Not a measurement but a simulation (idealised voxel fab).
Process module, titled voxel air gaps
This is section cut - it's 270 nm across, gridded in 5 nm square cells.
Cross-section spec: square-cell grid; bands listed top down; each band is one or more rows.
Band entry format. Leading values: height of top, height of bottom, nm. Remainder: materials in left-to-right order, each with its width in nm. Special words: "throughout" on a single material, which then fills the band edge to edge; "air", empty space.
It should be noted that heights are counted from 0, beneath which the wafer as supplied is of one material throughout, and that the lowest band possesses no lower boundary but continues downward, as written in "from 0 down".
When a width is written as two numbers, as in "30..40", the first number is the width in the top row of cells of the band and the second is the width in its bottom row, and the width changes by the same amount from each row to the next.
Where a step carries "nothing changed", the cross-section came out of it unchanged, cell for cell.
The entry titled "Enclosed voids" provides the empty spaces that have no open way to the top, restricted to those of 8 cells or more. Each is presented as width x height at distance, the distance being measured from the left edge, with all three in nm.
The remark found on a step's line after its settings is issued by the simulator itself and pertains to that step.
overlay nm: for a step with a mask, the amount by which the mask lay right of where it was planned; a negative amount means left of it.
In what follows, pairs of cross-sections are presented, each taken before and after one process step, with the after cross-section shown only down to the lowest band that was altered; the step, together with its settings, is stated below the pair. The pairs may stem from different runs of this module on the same starting wafer; accordingly, a pair should be taken as continuing from the one above it solely where its entry headed "Pre-step profile" indicates as much.

**Pre-step profile**
  from 0 down = Si throughout
  Enclosed voids: none

**Post-Step Snapshot**
  from 10 to 0 = SiO2 throughout
  Nothing below the height 0 has changed.
  Enclosed voids: none
Connecting step for the cross-sections above: CONFORMAL_DEP with material SiO2, thk nm 10

Pre-step profile: look at the pair above, its after cross-section is where this step starts.

**Post-Step Snapshot**
  from 15 to 10 = SiN throughout
  Nothing below the height 10 has changed.
  Enclosed voids: none
Connecting step for the cross-sections above: CONFORMAL_DEP with material SiN, thk nm 5

Pre-step profile: look at the pair above, its after cross-section is where this step starts.

**Post-Step Snapshot**
  from 50 to 15 = SiO2 throughout
  Nothing below the height 15 has changed.
  Enclosed voids: none
Connecting step for the cross-sections above: DIRECTIONAL_DEP with material SiO2, thk nm 35

Pre-step profile: look at the pair above, its after cross-section is where this step starts.

**Post-Step Snapshot**
  from 50 to 15 = 55 nm SiO2 | 20 nm air | 25 nm SiO2 | 20 nm air | 25 nm SiO2 | 20 nm air | 25 nm SiO2 | 20 nm air | 60 nm SiO2
  Nothing below the height 15 has changed.
  Enclosed voids: none
Connecting step for the cross-sections above: MASKED_ETCH with tone open, mask id LINES, width nm 20, pitch nm 45, etch materials SiO2, depth nm 35, overlay nm 0

Pre-step profile: look at the pair above, its after cross-section is where this step starts.

**Post-Step Snapshot**
  from 55 to 50 = 60 nm TiN | 10 nm air | 35 nm TiN | 10 nm air | 35 nm TiN | 10 nm air | 35 nm TiN | 10 nm air | 65 nm TiN
  from 50 to 20 = 55 nm SiO2 | 5 nm TiN | 10 nm air | 5 nm TiN | 25 nm SiO2 | 5 nm TiN | 10 nm air | 5 nm TiN | 25 nm SiO2 | 5 nm TiN | 10 nm air | 5 nm TiN | 25 nm SiO2 | 5 nm TiN | 10 nm air | 5 nm TiN | 60 nm SiO2
  from 20 to 15 = 55 nm SiO2 | 20 nm TiN | 25 nm SiO2 | 20 nm TiN | 25 nm SiO2 | 20 nm TiN | 25 nm SiO2 | 20 nm TiN | 60 nm SiO2
  Nothing below the height 15 has changed.
  Enclosed voids: none
Connecting step for the cross-sections above: CONFORMAL_DEP with material TiN, thk nm 5

Pre-step profile: look at the pair above, its after cross-section is where this step starts.

**Post-Step Snapshot**
  from 60 to 55 = W throughout
  from 55 to 50 = 60 nm TiN | 10 nm W | 35 nm TiN | 10 nm W | 35 nm TiN | 10 nm W | 35 nm TiN | 10 nm W | 65 nm TiN
  from 50 to 20 = 55 nm SiO2 | 5 nm TiN | 10 nm W | 5 nm TiN | 25 nm SiO2 | 5 nm TiN | 10 nm W | 5 nm TiN | 25 nm SiO2 | 5 nm TiN | 10 nm W | 5 nm TiN | 25 nm SiO2 | 5 nm TiN | 10 nm W | 5 nm TiN | 60 nm SiO2
  Nothing below the height 20 has changed.
  Enclosed voids: none
Connecting step for the cross-sections above: FILL_DEP with material W, thk nm 5

Pre-step profile: look at the pair above, its after cross-section is where this step starts.

**Post-Step Snapshot**
  from 50 to 20 = 55 nm SiO2 | 5 nm TiN | 10 nm W | 5 nm TiN | 25 nm SiO2 | 5 nm TiN | 10 nm W | 5 nm TiN | 25 nm SiO2 | 5 nm TiN | 10 nm W | 5 nm TiN | 25 nm SiO2 | 5 nm TiN | 10 nm W | 5 nm TiN | 60 nm SiO2
  Nothing below the height 20 has changed.
  Enclosed voids: none
Connecting step for the cross-sections above: CMP with height nm 50

Pre-step profile: look at the pair above, its after cross-section is where this step starts.

**Post-Step Snapshot**
  from 60 to 50 = 45 nm air | 40 nm Ru | 5 nm air | 40 nm Ru | 5 nm air | 40 nm Ru | 5 nm air | 40 nm Ru | 50 nm air
  Nothing below the height 50 has changed.
  Enclosed voids: none
Connecting step for the cross-sections above: EPI with material Ru, thk nm 10

Pre-step profile: look at the pair above, its after cross-section is where this step starts.

**Post-Step Snapshot**
  from 60 to 50 = 45 nm air | 40 nm Ru | 5 nm air | 40 nm Ru | 5 nm air | 40 nm Ru | 5 nm air | 40 nm Ru | 50 nm air
  from 50 to 20 = 55 nm air | 5 nm TiN | 10 nm W | 5 nm TiN | 25 nm air | 5 nm TiN | 10 nm W | 5 nm TiN | 25 nm air | 5 nm TiN | 10 nm W | 5 nm TiN | 25 nm air | 5 nm TiN | 10 nm W | 5 nm TiN | 60 nm air
  from 20 to 15 = 55 nm air | 20 nm TiN | 25 nm air | 20 nm TiN | 25 nm air | 20 nm TiN | 25 nm air | 20 nm TiN | 60 nm air
  Nothing below the height 15 has changed.
  Enclosed voids: none
Connecting step for the cross-sections above: SELECTIVE_ETCH with etch materials SiO2, depth nm 45

Pre-step profile: look at the pair above, its after cross-section is where this step starts.

**Post-Step Snapshot**
  from 65 to 60 = 40 nm air | 185 nm SiCN | 45 nm air
  from 60 to 50 = 40 nm air | 5 nm SiCN | 40 nm Ru | 5 nm SiCN | 40 nm Ru | 5 nm SiCN | 40 nm Ru | 5 nm SiCN | 40 nm Ru | 5 nm SiCN | 45 nm air
  from 50 to 45 = 40 nm air | 15 nm SiCN | 5 nm TiN | 10 nm W | 5 nm TiN | 25 nm SiCN | 5 nm TiN | 10 nm W | 5 nm TiN | 25 nm SiCN | 5 nm TiN | 10 nm W | 5 nm TiN | 25 nm SiCN | 5 nm TiN | 10 nm W | 5 nm TiN | 15 nm SiCN | 45 nm air
  from 45 to 20 = 50 nm air | 5 nm SiCN | 5 nm TiN | 10 nm W | 5 nm TiN | 5 nm SiCN | 15 nm air | 5 nm SiCN | 5 nm TiN | 10 nm W | 5 nm TiN | 5 nm SiCN | 15 nm air | 5 nm SiCN | 5 nm TiN | 10 nm W | 5 nm TiN | 5 nm SiCN | 15 nm air | 5 nm SiCN | 5 nm TiN | 10 nm W | 5 nm TiN | 5 nm SiCN | 55 nm air
  from 20 to 15 = 55 nm SiCN | 20 nm TiN | 25 nm SiCN | 20 nm TiN | 25 nm SiCN | 20 nm TiN | 25 nm SiCN | 20 nm TiN | 60 nm SiCN
  Nothing below the height 15 has changed.
  Enclosed voids: 15 x 25 at 80; 15 x 25 at 125; 15 x 25 at 170
Connecting step for the cross-sections above: CONFORMAL_DEP with material SiCN, thk nm 5

**Pre-step profile**
  from 0 down = Si throughout
  Enclosed voids: none

**Post-Step Snapshot**
  from 5 to 0 = SiN throughout
  Nothing below the height 0 has changed.
  Enclosed voids: none
Connecting step for the cross-sections above: CONFORMAL_DEP with material SiN, thk nm 5

Pre-step profile: look at the pair above, its after cross-section is where this step starts.

**Post-Step Snapshot**
  from 40 to 5 = SiO2 throughout
  Nothing below the height 5 has changed.
  Enclosed voids: none
Connecting step for the cross-sections above: DIRECTIONAL_DEP with material SiO2, thk nm 35

Pre-step profile: look at the pair above, its after cross-section is where this step starts.

**Post-Step Snapshot**
  from 40 to 5 = 55 nm SiO2 | 20 nm air | 25 nm SiO2 | 20 nm air | 25 nm SiO2 | 20 nm air | 25 nm SiO2 | 20 nm air | 60 nm SiO2
  Nothing below the height 5 has changed.
  Enclosed voids: none
Connecting step for the cross-sections above: MASKED_ETCH with tone open, mask id LINES, width nm 20, pitch nm 45, etch materials SiO2, depth nm 35, overlay nm 0

Pre-step profile: look at the pair above, its after cross-section is where this step starts.

**Post-Step Snapshot**
  from 45 to 40 = 60 nm TiN | 10 nm air | 35 nm TiN | 10 nm air | 35 nm TiN | 10 nm air | 35 nm TiN | 10 nm air | 65 nm TiN
  from 40 to 10 = 55 nm SiO2 | 5 nm TiN | 10 nm air | 5 nm TiN | 25 nm SiO2 | 5 nm TiN | 10 nm air | 5 nm TiN | 25 nm SiO2 | 5 nm TiN | 10 nm air | 5 nm TiN | 25 nm SiO2 | 5 nm TiN | 10 nm air | 5 nm TiN | 60 nm SiO2
  from 10 to 5 = 55 nm SiO2 | 20 nm TiN | 25 nm SiO2 | 20 nm TiN | 25 nm SiO2 | 20 nm TiN | 25 nm SiO2 | 20 nm TiN | 60 nm SiO2
  Nothing below the height 5 has changed.
  Enclosed voids: none
Connecting step for the cross-sections above: CONFORMAL_DEP with material TiN, thk nm 5

Pre-step profile: look at the pair above, its after cross-section is where this step starts.

**Post-Step Snapshot**
  from 50 to 45 = W throughout
  from 45 to 40 = 60 nm TiN | 10 nm W | 35 nm TiN | 10 nm W | 35 nm TiN | 10 nm W | 35 nm TiN | 10 nm W | 65 nm TiN
  from 40 to 10 = 55 nm SiO2 | 5 nm TiN | 10 nm W | 5 nm TiN | 25 nm SiO2 | 5 nm TiN | 10 nm W | 5 nm TiN | 25 nm SiO2 | 5 nm TiN | 10 nm W | 5 nm TiN | 25 nm SiO2 | 5 nm TiN | 10 nm W | 5 nm TiN | 60 nm SiO2
  Nothing below the height 10 has changed.
  Enclosed voids: none
Connecting step for the cross-sections above: FILL_DEP with material W, thk nm 5

Pre-step profile: look at the pair above, its after cross-section is where this step starts.

**Post-Step Snapshot**
  from 60 to 50 = Ru throughout
  Nothing below the height 50 has changed.
  Enclosed voids: none
Connecting step for the cross-sections above: EPI with material Ru, thk nm 10

Pre-step profile: look at the pair above, its after cross-section is where this step starts.

**Post-Step Snapshot**
  from 65 to 60 = SiCN throughout
  Nothing below the height 60 has changed.
  Enclosed voids: none
Connecting step for the cross-sections above: CONFORMAL_DEP with material SiCN, thk nm 5

**Pre-step profile**
  from 60 to 50 = 45 nm air | 40 nm Ru | 5 nm air | 40 nm Ru | 5 nm air | 40 nm Ru | 5 nm air | 40 nm Ru | 50 nm air
  from 50 to 20 = 55 nm SiO2 | 5 nm TiN | 10 nm W | 5 nm TiN | 25 nm SiO2 | 5 nm TiN | 10 nm W | 5 nm TiN | 25 nm SiO2 | 5 nm TiN | 10 nm W | 5 nm TiN | 25 nm SiO2 | 5 nm TiN | 10 nm W | 5 nm TiN | 60 nm SiO2
  from 20 to 15 = 55 nm SiO2 | 20 nm TiN | 25 nm SiO2 | 20 nm TiN | 25 nm SiO2 | 20 nm TiN | 25 nm SiO2 | 20 nm TiN | 60 nm SiO2
  from 15 to 10 = SiN throughout
  from 10 to 0 = SiO2 throughout
  from 0 down = Si throughout
  Enclosed voids: none

**Post-Step Snapshot**
  from 70 to 50 = 35 nm air | 195 nm Ru | 40 nm air
  Nothing below the height 50 has changed.
  Enclosed voids: none
Connecting step for the cross-sections above: EPI with material Ru, thk nm 10

Pre-step profile: look at the pair above, its after cross-section is where this step starts.

**Post-Step Snapshot**
  from 70 to 50 = 35 nm air | 195 nm Ru | 40 nm air
  from 50 to 20 = 55 nm air | 5 nm TiN | 10 nm W | 5 nm TiN | 25 nm SiO2 | 5 nm TiN | 10 nm W | 5 nm TiN | 25 nm SiO2 | 5 nm TiN | 10 nm W | 5 nm TiN | 25 nm SiO2 | 5 nm TiN | 10 nm W | 5 nm TiN | 60 nm air
  from 20 to 15 = 55 nm air | 20 nm TiN | 25 nm SiO2 | 20 nm TiN | 25 nm SiO2 | 20 nm TiN | 25 nm SiO2 | 20 nm TiN | 60 nm air
  Nothing below the height 15 has changed.
  Enclosed voids: none
Connecting step for the cross-sections above: SELECTIVE_ETCH with etch materials SiO2, depth nm 45

Pre-step profile: look at the pair above, its after cross-section is where this step starts.

**Post-Step Snapshot**
  from 75 to 70 = 30 nm air | 205 nm SiCN | 35 nm air
  from 70 to 50 = 30 nm air | 5 nm SiCN | 195 nm Ru | 5 nm SiCN | 35 nm air
  from 50 to 45 = 30 nm air | 25 nm SiCN | 5 nm TiN | 10 nm W | 5 nm TiN | 25 nm SiO2 | 5 nm TiN | 10 nm W | 5 nm TiN | 25 nm SiO2 | 5 nm TiN | 10 nm W | 5 nm TiN | 25 nm SiO2 | 5 nm TiN | 10 nm W | 5 nm TiN | 25 nm SiCN | 35 nm air
  from 45 to 20 = 50 nm air | 5 nm SiCN | 5 nm TiN | 10 nm W | 5 nm TiN | 25 nm SiO2 | 5 nm TiN | 10 nm W | 5 nm TiN | 25 nm SiO2 | 5 nm TiN | 10 nm W | 5 nm TiN | 25 nm SiO2 | 5 nm TiN | 10 nm W | 5 nm TiN | 5 nm SiCN | 55 nm air
  from 20 to 15 = 55 nm SiCN | 20 nm TiN | 25 nm SiO2 | 20 nm TiN | 25 nm SiO2 | 20 nm TiN | 25 nm SiO2 | 20 nm TiN | 60 nm SiCN
  Nothing below the height 15 has changed.
  Enclosed voids: none
Connecting step for the cross-sections above: CONFORMAL_DEP with material SiCN, thk nm 5

**Pre-step profile**
  from 50 to 20 = 55 nm SiO2 | 5 nm TiN | 10 nm W | 5 nm TiN | 25 nm SiO2 | 5 nm TiN | 10 nm W | 5 nm TiN | 25 nm SiO2 | 5 nm TiN | 10 nm W | 5 nm TiN | 25 nm SiO2 | 5 nm TiN | 10 nm W | 5 nm TiN | 60 nm SiO2
  from 20 to 15 = 55 nm SiO2 | 20 nm TiN | 25 nm SiO2 | 20 nm TiN | 25 nm SiO2 | 20 nm TiN | 25 nm SiO2 | 20 nm TiN | 60 nm SiO2
  from 15 to 10 = SiN throughout
  from 10 to 0 = SiO2 throughout
  from 0 down = Si throughout
  Enclosed voids: none

**Post-Step Snapshot**
  from 50 to 20 = 55 nm air | 5 nm TiN | 10 nm W | 5 nm TiN | 25 nm air | 5 nm TiN | 10 nm W | 5 nm TiN | 25 nm air | 5 nm TiN | 10 nm W | 5 nm TiN | 25 nm air | 5 nm TiN | 10 nm W | 5 nm TiN | 60 nm air
  from 20 to 15 = 55 nm air | 20 nm TiN | 25 nm air | 20 nm TiN | 25 nm air | 20 nm TiN | 25 nm air | 20 nm TiN | 60 nm air
  Nothing below the height 15 has changed.
  Enclosed voids: none
Connecting step for the cross-sections above: SELECTIVE_ETCH with etch materials SiO2, depth nm 45

Pre-step profile: look at the pair above, its after cross-section is where this step starts.

**Post-Step Snapshot**
  from 60 to 50 = 45 nm air | 40 nm Ru | 5 nm air | 40 nm Ru | 5 nm air | 40 nm Ru | 5 nm air | 40 nm Ru | 50 nm air
  from 50 to 20 = 45 nm air | 10 nm Ru | 5 nm TiN | 10 nm W | 5 nm TiN | 10 nm Ru | 5 nm air | 10 nm Ru | 5 nm TiN | 10 nm W | 5 nm TiN | 10 nm Ru | 5 nm air | 10 nm Ru | 5 nm TiN | 10 nm W | 5 nm TiN | 10 nm Ru | 5 nm air | 10 nm Ru | 5 nm TiN | 10 nm W | 5 nm TiN | 10 nm Ru | 50 nm air
  from 20 to 15 = 45 nm air | 10 nm Ru | 20 nm TiN | 10 nm Ru | 5 nm air | 10 nm Ru | 20 nm TiN | 10 nm Ru | 5 nm air | 10 nm Ru | 20 nm TiN | 10 nm Ru | 5 nm air | 10 nm Ru | 20 nm TiN | 10 nm Ru | 50 nm air
  Nothing below the height 15 has changed.
  Enclosed voids: none
Connecting step for the cross-sections above: EPI with material Ru, thk nm 10

Pre-step profile: look at the pair above, its after cross-section is where this step starts.

**Post-Step Snapshot**
  from 65 to 60 = 40 nm air | 185 nm SiCN | 45 nm air
  from 60 to 50 = 40 nm air | 5 nm SiCN | 40 nm Ru | 5 nm SiCN | 40 nm Ru | 5 nm SiCN | 40 nm Ru | 5 nm SiCN | 40 nm Ru | 5 nm SiCN | 45 nm air
  from 50 to 20 = 40 nm air | 5 nm SiCN | 10 nm Ru | 5 nm TiN | 10 nm W | 5 nm TiN | 10 nm Ru | 5 nm SiCN | 10 nm Ru | 5 nm TiN | 10 nm W | 5 nm TiN | 10 nm Ru | 5 nm SiCN | 10 nm Ru | 5 nm TiN | 10 nm W | 5 nm TiN | 10 nm Ru | 5 nm SiCN | 10 nm Ru | 5 nm TiN | 10 nm W | 5 nm TiN | 10 nm Ru | 5 nm SiCN | 45 nm air
  from 20 to 15 = 45 nm SiCN | 10 nm Ru | 20 nm TiN | 10 nm Ru | 5 nm SiCN | 10 nm Ru | 20 nm TiN | 10 nm Ru | 5 nm SiCN | 10 nm Ru | 20 nm TiN | 10 nm Ru | 5 nm SiCN | 10 nm Ru | 20 nm TiN | 10 nm Ru | 50 nm SiCN
  Nothing below the height 15 has changed.
  Enclosed voids: none
Connecting step for the cross-sections above: CONFORMAL_DEP with material SiCN, thk nm 5

**Pre-step profile**
  from 60 to 55 = W throughout
  from 55 to 50 = 60 nm TiN | 10 nm W | 35 nm TiN | 10 nm W | 35 nm TiN | 10 nm W | 35 nm TiN | 10 nm W | 65 nm TiN
  from 50 to 20 = 55 nm SiO2 | 5 nm TiN | 10 nm W | 5 nm TiN | 25 nm SiO2 | 5 nm TiN | 10 nm W | 5 nm TiN | 25 nm SiO2 | 5 nm TiN | 10 nm W | 5 nm TiN | 25 nm SiO2 | 5 nm TiN | 10 nm W | 5 nm TiN | 60 nm SiO2
  from 20 to 15 = 55 nm SiO2 | 20 nm TiN | 25 nm SiO2 | 20 nm TiN | 25 nm SiO2 | 20 nm TiN | 25 nm SiO2 | 20 nm TiN | 60 nm SiO2
  from 15 to 10 = SiN throughout
  from 10 to 0 = SiO2 throughout
  from 0 down = Si throughout
  Enclosed voids: none

**Post-Step Snapshot**
  from 55 to 50 = 60 nm TiN | 10 nm W | 35 nm TiN | 10 nm W | 35 nm TiN | 10 nm W | 35 nm TiN | 10 nm W | 65 nm TiN
  Nothing below the height 50 has changed.
  Enclosed voids: none
Connecting step for the cross-sections above: CMP with height nm 55

Pre-step profile: look at the pair above, its after cross-section is where this step starts.

**Post-Step Snapshot**
  from 65 to 55 = Ru throughout
  Nothing below the height 55 has changed.
  Enclosed voids: none
Connecting step for the cross-sections above: EPI with material Ru, thk nm 10

Pre-step profile: look at the pair above, its after cross-section is where this step starts.

**Post-Step Snapshot**
  from 70 to 65 = SiCN throughout
  Nothing below the height 65 has changed.
  Enclosed voids: none
Connecting step for the cross-sections above: CONFORMAL_DEP with material SiCN, thk nm 5

**Pre-step profile**
  from 50 to 15 = SiO2 throughout
  from 15 to 10 = SiN throughout
  from 10 to 0 = SiO2 throughout
  from 0 down = Si throughout
  Enclosed voids: none

**Post-Step Snapshot**
  from 50 to 15 = 50 nm SiO2 | 30 nm air | 15 nm SiO2 | 30 nm air | 15 nm SiO2 | 30 nm air | 15 nm SiO2 | 30 nm air | 55 nm SiO2
  Nothing below the height 15 has changed.
  Enclosed voids: none
Connecting step for the cross-sections above: MASKED_ETCH with tone open, mask id LINES, width nm 30, pitch nm 45, etch materials SiO2, depth nm 35, overlay nm 0

Pre-step profile: look at the pair above, its after cross-section is where this step starts.

**Post-Step Snapshot**
  from 55 to 50 = 55 nm TiN | 20 nm air | 25 nm TiN | 20 nm air | 25 nm TiN | 20 nm air | 25 nm TiN | 20 nm air | 60 nm TiN
  from 50 to 20 = 50 nm SiO2 | 5 nm TiN | 20 nm air | 5 nm TiN | 15 nm SiO2 | 5 nm TiN | 20 nm air | 5 nm TiN | 15 nm SiO2 | 5 nm TiN | 20 nm air | 5 nm TiN | 15 nm SiO2 | 5 nm TiN | 20 nm air | 5 nm TiN | 55 nm SiO2
  from 20 to 15 = 50 nm SiO2 | 30 nm TiN | 15 nm SiO2 | 30 nm TiN | 15 nm SiO2 | 30 nm TiN | 15 nm SiO2 | 30 nm TiN | 55 nm SiO2
  Nothing below the height 15 has changed.
  Enclosed voids: none
Connecting step for the cross-sections above: CONFORMAL_DEP with material TiN, thk nm 5

Pre-step profile: look at the pair above, its after cross-section is where this step starts.

**Post-Step Snapshot**
  from 60 to 55 = W throughout
  from 55 to 50 = 55 nm TiN | 20 nm W | 25 nm TiN | 20 nm W | 25 nm TiN | 20 nm W | 25 nm TiN | 20 nm W | 60 nm TiN
  from 50 to 20 = 50 nm SiO2 | 5 nm TiN | 20 nm W | 5 nm TiN | 15 nm SiO2 | 5 nm TiN | 20 nm W | 5 nm TiN | 15 nm SiO2 | 5 nm TiN | 20 nm W | 5 nm TiN | 15 nm SiO2 | 5 nm TiN | 20 nm W | 5 nm TiN | 55 nm SiO2
  Nothing below the height 20 has changed.
  Enclosed voids: none
Connecting step for the cross-sections above: FILL_DEP with material W, thk nm 5

Pre-step profile: look at the pair above, its after cross-section is where this step starts.

**Post-Step Snapshot**
  from 50 to 20 = 50 nm SiO2 | 5 nm TiN | 20 nm W | 5 nm TiN | 15 nm SiO2 | 5 nm TiN | 20 nm W | 5 nm TiN | 15 nm SiO2 | 5 nm TiN | 20 nm W | 5 nm TiN | 15 nm SiO2 | 5 nm TiN | 20 nm W | 5 nm TiN | 55 nm SiO2
  Nothing below the height 20 has changed.
  Enclosed voids: none
Connecting step for the cross-sections above: CMP with height nm 50

Pre-step profile: look at the pair above, its after cross-section is where this step starts.

**Post-Step Snapshot**
  from 60 to 50 = 40 nm air | 185 nm Ru | 45 nm air
  Nothing below the height 50 has changed.
  Enclosed voids: none
Connecting step for the cross-sections above: EPI with material Ru, thk nm 10

Pre-step profile: look at the pair above, its after cross-section is where this step starts.

**Post-Step Snapshot**
  from 60 to 50 = 40 nm air | 185 nm Ru | 45 nm air
  from 50 to 20 = 50 nm air | 5 nm TiN | 20 nm W | 5 nm TiN | 15 nm SiO2 | 5 nm TiN | 20 nm W | 5 nm TiN | 15 nm SiO2 | 5 nm TiN | 20 nm W | 5 nm TiN | 15 nm SiO2 | 5 nm TiN | 20 nm W | 5 nm TiN | 55 nm air
  from 20 to 15 = 50 nm air | 30 nm TiN | 15 nm SiO2 | 30 nm TiN | 15 nm SiO2 | 30 nm TiN | 15 nm SiO2 | 30 nm TiN | 55 nm air
  Nothing below the height 15 has changed.
  Enclosed voids: none
Connecting step for the cross-sections above: SELECTIVE_ETCH with etch materials SiO2, depth nm 45

Pre-step profile: look at the pair above, its after cross-section is where this step starts.

**Post-Step Snapshot**
  from 65 to 60 = 35 nm air | 195 nm SiCN | 40 nm air
  from 60 to 50 = 35 nm air | 5 nm SiCN | 185 nm Ru | 5 nm SiCN | 40 nm air
  from 50 to 45 = 35 nm air | 15 nm SiCN | 5 nm TiN | 20 nm W | 5 nm TiN | 15 nm SiO2 | 5 nm TiN | 20 nm W | 5 nm TiN | 15 nm SiO2 | 5 nm TiN | 20 nm W | 5 nm TiN | 15 nm SiO2 | 5 nm TiN | 20 nm W | 5 nm TiN | 15 nm SiCN | 40 nm air
  from 45 to 20 = 45 nm air | 5 nm SiCN | 5 nm TiN | 20 nm W | 5 nm TiN | 15 nm SiO2 | 5 nm TiN | 20 nm W | 5 nm TiN | 15 nm SiO2 | 5 nm TiN | 20 nm W | 5 nm TiN | 15 nm SiO2 | 5 nm TiN | 20 nm W | 5 nm TiN | 5 nm SiCN | 50 nm air
  from 20 to 15 = 50 nm SiCN | 30 nm TiN | 15 nm SiO2 | 30 nm TiN | 15 nm SiO2 | 30 nm TiN | 15 nm SiO2 | 30 nm TiN | 55 nm SiCN
  Nothing below the height 15 has changed.
  Enclosed voids: none
Connecting step for the cross-sections above: CONFORMAL_DEP with material SiCN, thk nm 5

**Pre-step profile**
  from 50 to 15 = SiO2 throughout
  from 15 to 10 = SiN throughout
  from 10 to 0 = SiO2 throughout
  from 0 down = Si throughout
  Enclosed voids: none

**Post-Step Snapshot**
  from 50 to 15 = 45 nm SiO2 | 20 nm air | 25 nm SiO2 | 20 nm air | 25 nm SiO2 | 20 nm air | 25 nm SiO2 | 20 nm air | 70 nm SiO2
  Nothing below the height 15 has changed.
  Enclosed voids: none
Connecting step for the cross-sections above: MASKED_ETCH with tone open, mask id LINES, width nm 20, pitch nm 45, etch materials SiO2, depth nm 35, overlay nm -10

Pre-step profile: look at the pair above, its after cross-section is where this step starts.

**Post-Step Snapshot**
  from 55 to 50 = 50 nm TiN | 10 nm air | 35 nm TiN | 10 nm air | 35 nm TiN | 10 nm air | 35 nm TiN | 10 nm air | 75 nm TiN
  from 50 to 20 = 45 nm SiO2 | 5 nm TiN | 10 nm air | 5 nm TiN | 25 nm SiO2 | 5 nm TiN | 10 nm air | 5 nm TiN | 25 nm SiO2 | 5 nm TiN | 10 nm air | 5 nm TiN | 25 nm SiO2 | 5 nm TiN | 10 nm air | 5 nm TiN | 70 nm SiO2
  from 20 to 15 = 45 nm SiO2 | 20 nm TiN | 25 nm SiO2 | 20 nm TiN | 25 nm SiO2 | 20 nm TiN | 25 nm SiO2 | 20 nm TiN | 70 nm SiO2
  Nothing below the height 15 has changed.
  Enclosed voids: none
Connecting step for the cross-sections above: CONFORMAL_DEP with material TiN, thk nm 5

Pre-step profile: look at the pair above, its after cross-section is where this step starts.

**Post-Step Snapshot**
  from 60 to 55 = W throughout
  from 55 to 50 = 50 nm TiN | 10 nm W | 35 nm TiN | 10 nm W | 35 nm TiN | 10 nm W | 35 nm TiN | 10 nm W | 75 nm TiN
  from 50 to 20 = 45 nm SiO2 | 5 nm TiN | 10 nm W | 5 nm TiN | 25 nm SiO2 | 5 nm TiN | 10 nm W | 5 nm TiN | 25 nm SiO2 | 5 nm TiN | 10 nm W | 5 nm TiN | 25 nm SiO2 | 5 nm TiN | 10 nm W | 5 nm TiN | 70 nm SiO2
  Nothing below the height 20 has changed.
  Enclosed voids: none
Connecting step for the cross-sections above: FILL_DEP with material W, thk nm 5

Pre-step profile: look at the pair above, its after cross-section is where this step starts.

**Post-Step Snapshot**
  from 50 to 20 = 45 nm SiO2 | 5 nm TiN | 10 nm W | 5 nm TiN | 25 nm SiO2 | 5 nm TiN | 10 nm W | 5 nm TiN | 25 nm SiO2 | 5 nm TiN | 10 nm W | 5 nm TiN | 25 nm SiO2 | 5 nm TiN | 10 nm W | 5 nm TiN | 70 nm SiO2
  Nothing below the height 20 has changed.
  Enclosed voids: none
Connecting step for the cross-sections above: CMP with height nm 50

Pre-step profile: look at the pair above, its after cross-section is where this step starts.

**Post-Step Snapshot**
  from 60 to 50 = 35 nm air | 40 nm Ru | 5 nm air | 40 nm Ru | 5 nm air | 40 nm Ru | 5 nm air | 40 nm Ru | 60 nm air
  Nothing below the height 50 has changed.
  Enclosed voids: none
Connecting step for the cross-sections above: EPI with material Ru, thk nm 10

Pre-step profile: look at the pair above, its after cross-section is where this step starts.

**Post-Step Snapshot**
  from 60 to 50 = 35 nm air | 40 nm Ru | 5 nm air | 40 nm Ru | 5 nm air | 40 nm Ru | 5 nm air | 40 nm Ru | 60 nm air
  from 50 to 20 = 45 nm air | 5 nm TiN | 10 nm W | 5 nm TiN | 25 nm air | 5 nm TiN | 10 nm W | 5 nm TiN | 25 nm air | 5 nm TiN | 10 nm W | 5 nm TiN | 25 nm air | 5 nm TiN | 10 nm W | 5 nm TiN | 70 nm air
  from 20 to 15 = 45 nm air | 20 nm TiN | 25 nm air | 20 nm TiN | 25 nm air | 20 nm TiN | 25 nm air | 20 nm TiN | 70 nm air
  Nothing below the height 15 has changed.
  Enclosed voids: none
Connecting step for the cross-sections above: SELECTIVE_ETCH with etch materials SiO2, depth nm 45

Pre-step profile: look at the pair above, its after cross-section is where this step starts.

**Post-Step Snapshot**
  from 65 to 60 = 30 nm air | 185 nm SiCN | 55 nm air
  from 60 to 50 = 30 nm air | 5 nm SiCN | 40 nm Ru | 5 nm SiCN | 40 nm Ru | 5 nm SiCN | 40 nm Ru | 5 nm SiCN | 40 nm Ru | 5 nm SiCN | 55 nm air
  from 50 to 45 = 30 nm air | 15 nm SiCN | 5 nm TiN | 10 nm W | 5 nm TiN | 25 nm SiCN | 5 nm TiN | 10 nm W | 5 nm TiN | 25 nm SiCN | 5 nm TiN | 10 nm W | 5 nm TiN | 25 nm SiCN | 5 nm TiN | 10 nm W | 5 nm TiN | 15 nm SiCN | 55 nm air
  from 45 to 20 = 40 nm air | 5 nm SiCN | 5 nm TiN | 10 nm W | 5 nm TiN | 5 nm SiCN | 15 nm air | 5 nm SiCN | 5 nm TiN | 10 nm W | 5 nm TiN | 5 nm SiCN | 15 nm air | 5 nm SiCN | 5 nm TiN | 10 nm W | 5 nm TiN | 5 nm SiCN | 15 nm air | 5 nm SiCN | 5 nm TiN | 10 nm W | 5 nm TiN | 5 nm SiCN | 65 nm air
  from 20 to 15 = 45 nm SiCN | 20 nm TiN | 25 nm SiCN | 20 nm TiN | 25 nm SiCN | 20 nm TiN | 25 nm SiCN | 20 nm TiN | 70 nm SiCN
  Nothing below the height 15 has changed.
  Enclosed voids: 15 x 25 at 70; 15 x 25 at 115; 15 x 25 at 160
Connecting step for the cross-sections above: CONFORMAL_DEP with material SiCN, thk nm 5
